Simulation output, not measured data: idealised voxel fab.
The process module presented herein is designated voxel double patterning.
Cross-sectional view cut (width: 235 nm; square cell size: 5 nm).
Bands, listed from the top down, are how a cross-section gets written in this document; the cross-section itself is a grid of square cells, and a band is one or more rows of them.
Heights first: top, then bottom, in nm. Then materials, left to right, each with a width in nm. "full width" on a single material: fills the band edge to edge. "empty": empty space.
Heights are reckoned from 0. Under this level, the received wafer is all of one material. The bottommost band is open-ended downward, for example "from 0 down".
A two-number width, for instance "30->40", indicates that the width is equal to the first number in the top row of the band and to the second number in the bottom row, and that it changes by a constant amount per row of cells.
It should be understood that the words "same as before", when stated for a given step, signify that the cross-section underwent no change in any of its cells during that step.
Entry "Closed-off voids" = empty spaces >= 8 cells with no open way to the top; each as width x height at distance, distance from left edge, all nm.
Post-settings text on a step line: simulator's own remark regarding the step.
"overlay nm" on a masked step: distance the mask lay right of its planned place, negative for left.

### Listed below are the process steps as planned
step 1: RECEIVE | material Si
step 2: CONFORMAL_DEP | material SiN | thk nm 10
step 3: DIRECTIONAL_DEP | material SiO2 | thk nm 20
step 4: DIRECTIONAL_DEP | material SiCN | thk nm 5
step 5: MASKED_ETCH | tone open | mask id FIRST | width nm 15 | pitch nm 50 | etch materials SiCN | depth nm 5 | overlay nm 0
step 6: DIRECTIONAL_DEP | material aC | thk nm 15
step 7: PATTERN | tone open | mask id SECOND | material resist | width nm 15 | pitch nm 50 | thk nm 35 | overlay nm 0
step 8: DIRECTIONAL_ETCH | etch materials aC | depth nm 15
step 9: STRIP | etch materials resist
step 10: DIRECTIONAL_ETCH | etch materials SiCN | depth nm 5
step 11: STRIP | etch materials aC
step 12: DIRECTIONAL_ETCH | etch materials SiO2 | depth nm 20
step 13: STRIP | etch materials SiCN
varied across the wafers: width nm of step 5. The plan shows the first wafer's value. All wafers start alike

### The as-received cross-section of the first of several wafers corresponds to the state after step 1
* from 0 down  Si full width
* Closed-off voids: none

### Take a look at the first of several wafers in cross-section: the module is done, and step 13 was its last step
* from 30 to 10  SiO2=60; empty=15; SiO2=10; empty=15; SiO2=10; empty=15; SiO2=10; empty=15; SiO2=10; empty=15; SiO2=60
* from 10 to 0  SiN full width
* from 0 down  Si full width
* Closed-off voids: none

### At the end of the module, the last of several wafers in cross-section
* from 30 to 10  SiO2=55; empty=45; SiO2=5; empty=45; SiO2=5; empty=30; SiO2=50
* from 10 to 0  SiN full width
* from 0 down  Si full width
* Closed-off voids: none

### Where each wafer stands at the end of the module, a row apiece: cells of each material gained (+) or lost (-) since it was received, then closed voids
width nm 15 | +94 SiN | +128 SiO2 | Closed-off voids: none
width nm 20 | +94 SiN | +116 SiO2 | Closed-off voids: none
width nm 25 | +94 SiN | +104 SiO2 | Closed-off voids: none
width nm 30 | +94 SiN | +92 SiO2 | Closed-off voids: none
